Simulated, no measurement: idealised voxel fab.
The document below concerns the process module designated voxel gate over fins.
This is section cut - it's 220 nm across, gridded in 5 nm square cells.
A cross-section is written here as square cells arranged in a grid, and it is given in bands from the top down, each band taking up one or more rows of cells.
Per band: top height and bottom height in nm, followed by the left-to-right materials and their widths in nm; "edge to edge" marks a single material spanning edge to edge, "air" marks empty space.
A quick word on heights: they are counted from 0, and under that level the wafer as it came to us is one material throughout. The lowest band is different from the rest in having no bottom; it simply continues downward, written as in "z 0 and below".
A two-number width, for instance "30 to 40", indicates that the width is equal to the first number in the top row of the band and to the second number in the bottom row, and that it changes by a constant amount per row of cells.
Where a step carries "left unchanged", the cross-section came out of it unchanged, cell for cell.
"Enclosed void list" specifies each empty space that is not open to the top and that occupies no fewer than 8 cells, using the form width x height at distance, the distance measured from the left edge and all three quantities in nm.
Post-settings text on a step line: simulator's own remark regarding the step.
overlay nm: how far to the right of its planned place the mask lay on this masked step (negative: to the left).
Quick note on how to read the rest: it's all pairs. You get the cross-section before a process step and the one after, but the after one only goes down as far as the lowest band that changed. The step in between, with its settings, sits under the pair. Heads up, the pairs can come from different runs of this module on the same starting wafer, so don't assume a pair picks up from the one above unless its "Before processing step" entry says it does.

[Before processing step]
> z 10 to 5: air: 35; TiN: 25; air: 15; TiN: 25; air: 15; TiN: 25; air: 15; TiN: 25; air: 40
> z 5 to 0: air: 35; TiN: 5; SiN: 15; TiN: 5; air: 15; TiN: 5; SiN: 15; TiN: 5; air: 15; TiN: 5; SiN: 15; TiN: 5; air: 15; TiN: 5; SiN: 15; TiN: 5; air: 40
> z 0 to -5: air: 35; TiN: 5; SiN: 5; Si: 5; SiN: 5; TiN: 5; air: 15; TiN: 5; SiN: 5; Si: 5; SiN: 5; TiN: 5; air: 15; TiN: 5; SiN: 5; Si: 5; SiN: 5; TiN: 5; air: 15; TiN: 5; SiN: 5; Si: 5; SiN: 5; TiN: 5; air: 40
> z -5 to -10: TiN: 40; SiN: 5; Si: 5; SiN: 5; TiN: 25; SiN: 5; Si: 5; SiN: 5; TiN: 25; SiN: 5; Si: 5; SiN: 5; TiN: 25; SiN: 5; Si: 5; SiN: 5; TiN: 45
> z -10 to -15: SiN: 45; Si: 5; SiN: 35; Si: 5; SiN: 35; Si: 5; SiN: 35; Si: 5; SiN: 50
> z -15 to -45: SiO2: 45; Si: 5; SiO2: 35; Si: 5; SiO2: 35; Si: 5; SiO2: 35; Si: 5; SiO2: 50
> z -45 and below: Si edge to edge
> Enclosed void list: none

[Step Result]
> z 15 to 10: air: 30; TiAl: 35; air: 5; TiAl: 35; air: 5; TiAl: 35; air: 5; TiAl: 35; air: 35
> z 10 to 5: air: 30; TiAl: 5; TiN: 25; TiAl: 5; air: 5; TiAl: 5; TiN: 25; TiAl: 5; air: 5; TiAl: 5; TiN: 25; TiAl: 5; air: 5; TiAl: 5; TiN: 25; TiAl: 5; air: 35
> z 5 to 0: air: 30; TiAl: 5; TiN: 5; SiN: 15; TiN: 5; TiAl: 5; air: 5; TiAl: 5; TiN: 5; SiN: 15; TiN: 5; TiAl: 5; air: 5; TiAl: 5; TiN: 5; SiN: 15; TiN: 5; TiAl: 5; air: 5; TiAl: 5; TiN: 5; SiN: 15; TiN: 5; TiAl: 5; air: 35
> z 0 to -5: TiAl: 35; TiN: 5; SiN: 5; Si: 5; SiN: 5; TiN: 5; TiAl: 15; TiN: 5; SiN: 5; Si: 5; SiN: 5; TiN: 5; TiAl: 15; TiN: 5; SiN: 5; Si: 5; SiN: 5; TiN: 5; TiAl: 15; TiN: 5; SiN: 5; Si: 5; SiN: 5; TiN: 5; TiAl: 40
> Unchanged below -5.
> Enclosed void list: none
The process step bridging the two cross-sections above: CONFORMAL_DEP: material TiAl, thk nm 5

Before processing step: starting point is the after cross-section of the pair just above.

[Step Result]
> z 20 to 15: air: 25; TiN: 165; air: 30
> z 15 to 10: air: 25; TiN: 5; TiAl: 35; TiN: 5; TiAl: 35; TiN: 5; TiAl: 35; TiN: 5; TiAl: 35; TiN: 5; air: 30
> z 10 to 5: air: 25; TiN: 5; TiAl: 5; TiN: 25; TiAl: 5; TiN: 5; TiAl: 5; TiN: 25; TiAl: 5; TiN: 5; TiAl: 5; TiN: 25; TiAl: 5; TiN: 5; TiAl: 5; TiN: 25; TiAl: 5; TiN: 5; air: 30
> z 5 to 0: TiN: 30; TiAl: 5; TiN: 5; SiN: 15; TiN: 5; TiAl: 5; TiN: 5; TiAl: 5; TiN: 5; SiN: 15; TiN: 5; TiAl: 5; TiN: 5; TiAl: 5; TiN: 5; SiN: 15; TiN: 5; TiAl: 5; TiN: 5; TiAl: 5; TiN: 5; SiN: 15; TiN: 5; TiAl: 5; TiN: 35
> Unchanged below 0.
> Enclosed void list: none
The process step bridging the two cross-sections above: CONFORMAL_DEP: material TiN, thk nm 5

Before processing step: starting point is the after cross-section of the pair just above.

[Step Result]
> z 35 to 20: W edge to edge
> z 20 to 15: W: 25; TiN: 165; W: 30
> z 15 to 10: W: 25; TiN: 5; TiAl: 35; TiN: 5; TiAl: 35; TiN: 5; TiAl: 35; TiN: 5; TiAl: 35; TiN: 5; W: 30
> z 10 to 5: W: 25; TiN: 5; TiAl: 5; TiN: 25; TiAl: 5; TiN: 5; TiAl: 5; TiN: 25; TiAl: 5; TiN: 5; TiAl: 5; TiN: 25; TiAl: 5; TiN: 5; TiAl: 5; TiN: 25; TiAl: 5; TiN: 5; W: 30
> Unchanged below 5.
> Enclosed void list: none
The process step bridging the two cross-sections above: FILL_DEP: material W, thk nm 15

Before processing step: starting point is the after cross-section of the pair just above.

[Step Result]
> z 30 to 20: W edge to edge
> Unchanged below 20.
> Enclosed void list: none
The process step bridging the two cross-sections above: CMP: height nm 30

Before processing step: starting point is the after cross-section of the pair just above.

[Step Result]
> z 35 to 30: SiCN edge to edge
> Unchanged below 30.
> Enclosed void list: none
The process step bridging the two cross-sections above: CONFORMAL_DEP: material SiCN, thk nm 5

[Before processing step]
> z 25 to 10: aC edge to edge
> z 10 to 0: SiN edge to edge
> z 0 and below: Si edge to edge
> Enclosed void list: none

[Step Result]
> z 60 to 25: resist: 40; air: 15; resist: 25; air: 15; resist: 25; air: 15; resist: 25; air: 15; resist: 45
> Unchanged below 25.
> Enclosed void list: none
The process step bridging the two cross-sections above: PATTERN: tone open, mask id FINS, material resist, width nm 15, pitch nm 40, thk nm 35, overlay nm 0

Before processing step: starting point is the after cross-section of the pair just above.

[Step Result]
> z 45 to 25: resist: 40; air: 15; resist: 25; air: 15; resist: 25; air: 15; resist: 25; air: 15; resist: 45
> z 25 to 10: aC: 40; air: 15; aC: 25; air: 15; aC: 25; air: 15; aC: 25; air: 15; aC: 45
> Unchanged below 10.
> Enclosed void list: none
The process step bridging the two cross-sections above: DIRECTIONAL_ETCH: etch materials aC, depth nm 15

Before processing step: starting point is the after cross-section of the pair just above.

[Step Result]
> z 25 to 10: aC: 40; air: 15; aC: 25; air: 15; aC: 25; air: 15; aC: 25; air: 15; aC: 45
> Unchanged below 10.
> Enclosed void list: none
The process step bridging the two cross-sections above: STRIP: etch materials resist

Before processing step: starting point is the after cross-section of the pair just above.

[Step Result]
> z 25 to 10: aC: 40; air: 15; aC: 25; air: 15; aC: 25; air: 15; aC: 25; air: 15; aC: 45
> z 10 to 0: SiN: 40; air: 15; SiN: 25; air: 15; SiN: 25; air: 15; SiN: 25; air: 15; SiN: 45
> Unchanged below 0.
> Enclosed void list: none
The process step bridging the two cross-sections above: DIRECTIONAL_ETCH: etch materials SiN, depth nm 10

Before processing step: starting point is the after cross-section of the pair just above.

[Step Result]
> z 25 to 10: aC: 40; air: 15; aC: 25; air: 15; aC: 25; air: 15; aC: 25; air: 15; aC: 45
> z 10 to 0: SiN: 40; air: 15; SiN: 25; air: 15; SiN: 25; air: 15; SiN: 25; air: 15; SiN: 45
> z 0 to -40: Si: 40; air: 15; Si: 25; air: 15; Si: 25; air: 15; Si: 25; air: 15; Si: 45
> Unchanged below -40.
> Enclosed void list: none
The process step bridging the two cross-sections above: DIRECTIONAL_ETCH: etch materials Si, depth nm 40

Before processing step: starting point is the after cross-section of the pair just above.

[Step Result]
> z 10 to 0: SiN: 40; air: 15; SiN: 25; air: 15; SiN: 25; air: 15; SiN: 25; air: 15; SiN: 45
> Unchanged below 0.
> Enclosed void list: none
The process step bridging the two cross-sections above: STRIP: etch materials aC

Before processing step: starting point is the after cross-section of the pair just above.

[Step Result]
> z 10 to 0: SiN: 40; air: 15; SiN: 25; air: 15; SiN: 25; air: 15; SiN: 25; air: 15; SiN: 45
> z 0 to -40: Si: 35; SiO2: 5; air: 15; SiO2: 5; Si: 15; SiO2: 5; air: 15; SiO2: 5; Si: 15; SiO2: 5; air: 15; SiO2: 5; Si: 15; SiO2: 5; air: 15; SiO2: 5; Si: 40
> z -40 to -45: Si: 35; SiO2: 25; Si: 15; SiO2: 25; Si: 15; SiO2: 25; Si: 15; SiO2: 25; Si: 40
> Unchanged below -45.
> Enclosed void list: none
The process step bridging the two cross-sections above: OXIDIZE: depth nm 5

Before processing step: starting point is the after cross-section of the pair just above.

[Step Result]
> z 15 to 10: SiO2 edge to edge
> z 10 to 0: SiN: 40; SiO2: 15; SiN: 25; SiO2: 15; SiN: 25; SiO2: 15; SiN: 25; SiO2: 15; SiN: 45
> z 0 to -45: Si: 35; SiO2: 25; Si: 15; SiO2: 25; Si: 15; SiO2: 25; Si: 15; SiO2: 25; Si: 40
> Unchanged below -45.
> Enclosed void list: none
The process step bridging the two cross-sections above: FILL_DEP: material SiO2, thk nm 5

Before processing step: starting point is the after cross-section of the pair just above.

[Step Result]
> z 10 to 0: SiN: 40; SiO2: 15; SiN: 25; SiO2: 15; SiN: 25; SiO2: 15; SiN: 25; SiO2: 15; SiN: 45
> Unchanged below 0.
> Enclosed void list: none
The process step bridging the two cross-sections above: CMP: height nm 10

Before processing step: starting point is the after cross-section of the pair just above.

[Step Result]
> z 10 to 0: SiN: 40; air: 15; SiN: 25; air: 15; SiN: 25; air: 15; SiN: 25; air: 15; SiN: 45
> z 0 to -15: Si: 35; air: 25; Si: 15; air: 25; Si: 15; air: 25; Si: 15; air: 25; Si: 40
> Unchanged below -15.
> Enclosed void list: none
The process step bridging the two cross-sections above: SELECTIVE_ETCH: etch materials SiO2, depth nm 25

Before processing step: starting point is the after cross-section of the pair just above.

[Step Result]
> z 0 to -15: Si: 35; air: 25; Si: 15; air: 25; Si: 15; air: 25; Si: 15; air: 25; Si: 40
> Unchanged below -15.
> Enclosed void list: none
The process step bridging the two cross-sections above: STRIP: etch materials SiN

Before processing step: starting point is the after cross-section of the pair just above.

[Step Result]
> z 5 to 0: HfO2: 40; air: 15; HfO2: 25; air: 15; HfO2: 25; air: 15; HfO2: 25; air: 15; HfO2: 45
> z 0 to -10: Si: 35; HfO2: 5; air: 15; HfO2: 5; Si: 15; HfO2: 5; air: 15; HfO2: 5; Si: 15; HfO2: 5; air: 15; HfO2: 5; Si: 15; HfO2: 5; air: 15; HfO2: 5; Si: 40
> z -10 to -15: Si: 35; HfO2: 25; Si: 15; HfO2: 25; Si: 15; HfO2: 25; Si: 15; HfO2: 25; Si: 40
> Unchanged below -15.
> Enclosed void list: none
The process step bridging the two cross-sections above: CONFORMAL_DEP: material HfO2, thk nm 5

Before processing step: starting point is the after cross-section of the pair just above.

[Step Result]
> z 10 to 5: TiN: 45; air: 5; TiN: 35; air: 5; TiN: 35; air: 5; TiN: 35; air: 5; TiN: 50
> z 5 to 0: HfO2: 40; TiN: 5; air: 5; TiN: 5; HfO2: 25; TiN: 5; air: 5; TiN: 5; HfO2: 25; TiN: 5; air: 5; TiN: 5; HfO2: 25; TiN: 5; air: 5; TiN: 5; HfO2: 45
> z 0 to -5: Si: 35; HfO2: 5; TiN: 5; air: 5; TiN: 5; HfO2: 5; Si: 15; HfO2: 5; TiN: 5; air: 5; TiN: 5; HfO2: 5; Si: 15; HfO2: 5; TiN: 5; air: 5; TiN: 5; HfO2: 5; Si: 15; HfO2: 5; TiN: 5; air: 5; TiN: 5; HfO2: 5; Si: 40
> z -5 to -10: Si: 35; HfO2: 5; TiN: 15; HfO2: 5; Si: 15; HfO2: 5; TiN: 15; HfO2: 5; Si: 15; HfO2: 5; TiN: 15; HfO2: 5; Si: 15; HfO2: 5; TiN: 15; HfO2: 5; Si: 40
> Unchanged below -10.
> Enclosed void list: none
The process step bridging the two cross-sections above: CONFORMAL_DEP: material TiN, thk nm 5

Before processing step: starting point is the after cross-section of the pair just above.

[Step Result]
> z 15 to 10: TiAl edge to edge
> z 10 to 5: TiN: 45; TiAl: 5; TiN: 35; TiAl: 5; TiN: 35; TiAl: 5; TiN: 35; TiAl: 5; TiN: 50
> z 5 to 0: HfO2: 40; TiN: 5; TiAl: 5; TiN: 5; HfO2: 25; TiN: 5; TiAl: 5; TiN: 5; HfO2: 25; TiN: 5; TiAl: 5; TiN: 5; HfO2: 25; TiN: 5; TiAl: 5; TiN: 5; HfO2: 45
> z 0 to -5: Si: 35; HfO2: 5; TiN: 5; TiAl: 5; TiN: 5; HfO2: 5; Si: 15; HfO2: 5; TiN: 5; TiAl: 5; TiN: 5; HfO2: 5; Si: 15; HfO2: 5; TiN: 5; TiAl: 5; TiN: 5; HfO2: 5; Si: 15; HfO2: 5; TiN: 5; TiAl: 5; TiN: 5; HfO2: 5; Si: 40
> Unchanged below -5.
> Enclosed void list: none
The process step bridging the two cross-sections above: CONFORMAL_DEP: material TiAl, thk nm 5

Before processing step: starting point is the after cross-section of the pair just above.

[Step Result]
> z 20 to 15: TiN edge to edge
> Unchanged below 15.
> Enclosed void list: none
The process step bridging the two cross-sections above: CONFORMAL_DEP: material TiN, thk nm 5

Before processing step: starting point is the after cross-section of the pair just above.

[Step Result]
> z 35 to 20: W edge to edge
> Unchanged below 20.
> Enclosed void list: none
The process step bridging the two cross-sections above: FILL_DEP: material W, thk nm 15

Before processing step: starting point is the after cross-section of the pair just above.

[Step Result]
> z 30 to 20: W edge to edge
> Unchanged below 20.
> Enclosed void list: none
The process step bridging the two cross-sections above: CMP: height nm 30

Before processing step: starting point is the after cross-section of the pair just above.

[Step Result]
> z 35 to 30: SiCN edge to edge
> Unchanged below 30.
> Enclosed void list: none
The process step bridging the two cross-sections above: CONFORMAL_DEP: material SiCN, thk nm 5
